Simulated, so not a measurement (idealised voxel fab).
Title: Process Module voxel transistor to metal
Shown is cross-section cut, with a width of 190 nm and square cells of size 5 nm.
Cross-section = grid of square cells, listed top down in bands; band = one or more rows. Each band's line starts with the height of the band's top and of its bottom, in nm. Then come its materials from left to right, each with its width in nm. One material with "edge to edge" fills the band from edge to edge. "empty" is empty space. Zero point of the height axis is 0; under it, received wafer = one material. Lowest band: continues down indefinitely, "0 -> down". Read "30..40" as a graded width: first number on top, second number at the bottom, same change between each pair of neighbouring rows. Step note "no alteration" = no cross-section cell changed. You'll see "Sealed-off cavities" listing empty spaces that have no way open to the top, as long as they're 8 cells or more; the notation is width x height at distance, where the distance is from the left edge, and all of it is in nm. Formally, on a step line, whatever follows the settings is a remark that the simulator itself makes on the step. "overlay nm", when on a step's line for a step with a mask, measures how far to the right of its planned place the mask lay; a negative measure means to the left.
**Intended process steps**
1. RECEIVE (material Si)
2. OXIDIZE (depth nm 5)
3. CONFORMAL_DEP (material SiN; thk nm 15)
4. PATTERN (tone cover; mask id ACTIVE; material resist; width nm 115; thk nm 20; overlay nm 0)
5. DIRECTIONAL_ETCH (etch materials SiN; depth nm 15)
6. DIRECTIONAL_ETCH (etch materials SiO2; depth nm 5)
7. DIRECTIONAL_ETCH (etch materials Si; depth nm 30)
8. STRIP (etch materials resist)
9. FILL_DEP (material SiO2; thk nm 10)
10. CMP (height nm 15)
11. SELECTIVE_ETCH (etch materials SiO2; depth nm 15)
12. STRIP (etch materials SiN)
13. SELECTIVE_ETCH (etch materials SiO2; depth nm 5)
14. OXIDIZE (depth nm 5)
15. DIRECTIONAL_DEP (material polySi; thk nm 25)
16. DIRECTIONAL_DEP (material SiCN; thk nm 10)
17. MASKED_ETCH (tone cover; mask id GATE; width nm 25; etch materials SiCN; depth nm 20; overlay nm -10)
18. MASKED_ETCH (tone cover; mask id GATE; width nm 25; etch materials polySi; depth nm 35; overlay nm 0)
19. CONFORMAL_DEP (material SiO2; thk nm 5)
20. DIRECTIONAL_ETCH (etch materials SiO2; depth nm 5)
21. CONFORMAL_DEP (material SiN; thk nm 10)
22. DIRECTIONAL_ETCH (etch materials SiN; depth nm 10)
23. DIRECTIONAL_ETCH (etch materials SiO2; depth nm 5)
24. EPI (material pSi; thk nm 5)
25. FILL_DEP (material SiO2; thk nm 10)
26. CMP (height nm 20)
27. STRIP (etch materials polySi)
28. SELECTIVE_ETCH (etch materials SiO2; depth nm 5)
29. CONFORMAL_DEP (material HfO2; thk nm 5)
30. CONFORMAL_DEP (material TiN; thk nm 5)
31. FILL_DEP (material W; thk nm 10)
32. CMP (height nm 15)
33. DIRECTIONAL_DEP (material SiO2; thk nm 15)
34. PATTERN (tone open; mask id CONTACT; material resist; width nm 15; pitch nm 80; thk nm 15; overlay nm 0)
35. DIRECTIONAL_ETCH (etch materials SiO2; depth nm 35)
36. STRIP (etch materials resist)
37. CONFORMAL_DEP (material TiN; thk nm 5)
38. FILL_DEP (material Ru; thk nm 10)
39. CMP (height nm 30)
40. DIRECTIONAL_DEP (material TiN; thk nm 5)
41. DIRECTIONAL_DEP (material W; thk nm 15)
42. MASKED_ETCH (tone cover; mask id METAL_1; width nm 15; pitch nm 80; etch materials W; depth nm 15; overlay nm 0)
43. MASKED_ETCH (tone cover; mask id METAL_1; width nm 15; pitch nm 80; etch materials TiN; depth nm 5; overlay nm 0)
44. CONFORMAL_DEP (material SiCN; thk nm 5)
45. FILL_DEP (material lowk; thk nm 5)
46. CMP (height nm 50)
47. CONFORMAL_DEP (material SiCN; thk nm 5)
48. DIRECTIONAL_DEP (material SiO2; thk nm 30)
49. DIRECTIONAL_DEP (material aC; thk nm 15)
50. PATTERN (tone open; mask id METAL_2; material resist; width nm 15; pitch nm 80; thk nm 30; overlay nm 0)
51. DIRECTIONAL_ETCH (etch materials aC; depth nm 15)
52. STRIP (etch materials resist)
53. DIRECTIONAL_ETCH (etch materials SiO2; depth nm 15)
54. STRIP (etch materials aC)
55. PATTERN (tone open; mask id METAL_2_HOLES; material resist; width nm 15; pitch nm 80; thk nm 15; overlay nm 0)
56. DIRECTIONAL_ETCH (etch materials SiO2; depth nm 15)
57. DIRECTIONAL_ETCH (etch materials SiCN; depth nm 5)
58. STRIP (etch materials resist)
59. CONFORMAL_DEP (material TiN; thk nm 5)
60. FILL_DEP (material Cu; thk nm 5)
61. CMP (height nm 85)
62. CONFORMAL_DEP (material SiN; thk nm 5)
Across this set of wafers, the varied parameter is the overlay nm of step 17. Starting conditions are identical for every wafer, and the plan reports the value assigned to the first wafer.
**The first of several wafers in cross-section, exactly as it reached us after step 1**
	0 -> down = Si edge to edge
	Sealed-off cavities: none
**Table: wafers, a row each; end-of-module cell change per material since receipt, gain (+), loss (-); then closed voids**
overlay nm -10; +12 Cu; +17 HfO2; +8 Ru; -151 Si; +76 SiCN; +54 SiN; +460 SiO2; +79 TiN; +33 W; +84 lowk; +12 pSi; Sealed-off cavities: none
overlay nm -5; +12 Cu; +16 HfO2; +12 Ru; -151 Si; +76 SiCN; +54 SiN; +460 SiO2; +78 TiN; +30 W; +84 lowk; +13 pSi; Sealed-off cavities: none
overlay nm 0; +12 Cu; +15 HfO2; +12 Ru; -151 Si; +76 SiCN; +54 SiN; +464 SiO2; +77 TiN; +27 W; +84 lowk; +14 pSi; Sealed-off cavities: none
overlay nm 5; +12 Cu; +16 HfO2; +12 Ru; -151 Si; +76 SiCN; +54 SiN; +460 SiO2; +78 TiN; +30 W; +84 lowk; +13 pSi; Sealed-off cavities: none
overlay nm 10; +12 Cu; +17 HfO2; +8 Ru; -151 Si; +76 SiCN; +54 SiN; +460 SiO2; +79 TiN; +33 W; +84 lowk; +12 pSi; Sealed-off cavities: none
